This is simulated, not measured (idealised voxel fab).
You're looking at the process module voxel tone inversion.
In the cross-section labelled cut, the width is 300 nm and each square cell is 5 nm.
The cross-sections in this document take the form of a grid made of square cells. They are written out as bands, in order from top to bottom. Each band consists of one or more rows of cells. Band entry format. Leading values: height of top, height of bottom, nm. Remainder: materials in left-to-right order, each with its width in nm. Special words: "everywhere" on a single material, which then fills the band edge to edge; "blank", empty space. The reference from which all heights are counted is 0, the level beneath which the as-received wafer is entirely one material; the lowest band, having no lower bound, proceeds downward and is written after the example "0 and below". Think of "30 to 40" as a width that walks from the first number to the second as you go down the band, top row to bottom row, taking equal-sized steps from row to row. "nothing changed" after a step means that no cell of the cross-section changed. You'll see "Voids, sealed" listing empty spaces that have no way open to the top, as long as they're 8 cells or more; the notation is width x height at distance, where the distance is from the left edge, and all of it is in nm. If you see something after the settings on a step's line, that's the simulator's own remark about that step. When a step includes a mask, the "overlay nm" setting on its line states how far to the right of its planned place that mask lay, and negative values state how far to the left.

[Steps in the process plan]
1 RECEIVE | material Si
2 CONFORMAL_DEP | material SiN | thk nm 10
3 DIRECTIONAL_DEP | material aC | thk nm 25
4 PATTERN | tone cover | mask id POSTS | material resist | width nm 20 | pitch nm 35 | thk nm 35 | overlay nm 0
5 DIRECTIONAL_ETCH | etch materials aC | depth nm 25
6 STRIP | etch materials resist
7 FILL_DEP | material SiO2 | thk nm 5
8 CMP | height nm 35
9 STRIP | etch materials aC

[This is the cross-section of the wafer as we received it, i.e. after step 1]
	0 and below  Si everywhere
	Voids, sealed: none

[Same starting wafer, same plan as above, one mistake in the execution; this is the cross-section at the end of the module]
	35 down to 10  blank 120 | SiO2 20 | blank 15 | SiO2 20 | blank 125
	10 down to 0  SiN everywhere
	0 and below  Si everywhere
	Voids, sealed: none
Which mistake was made when the wafer was run? note that step 4 departed from the planned setting and was carried out as PATTERN | tone open | mask id POSTS | material resist | width nm 20 | pitch nm 35 | thk nm 35 | overlay nm 0
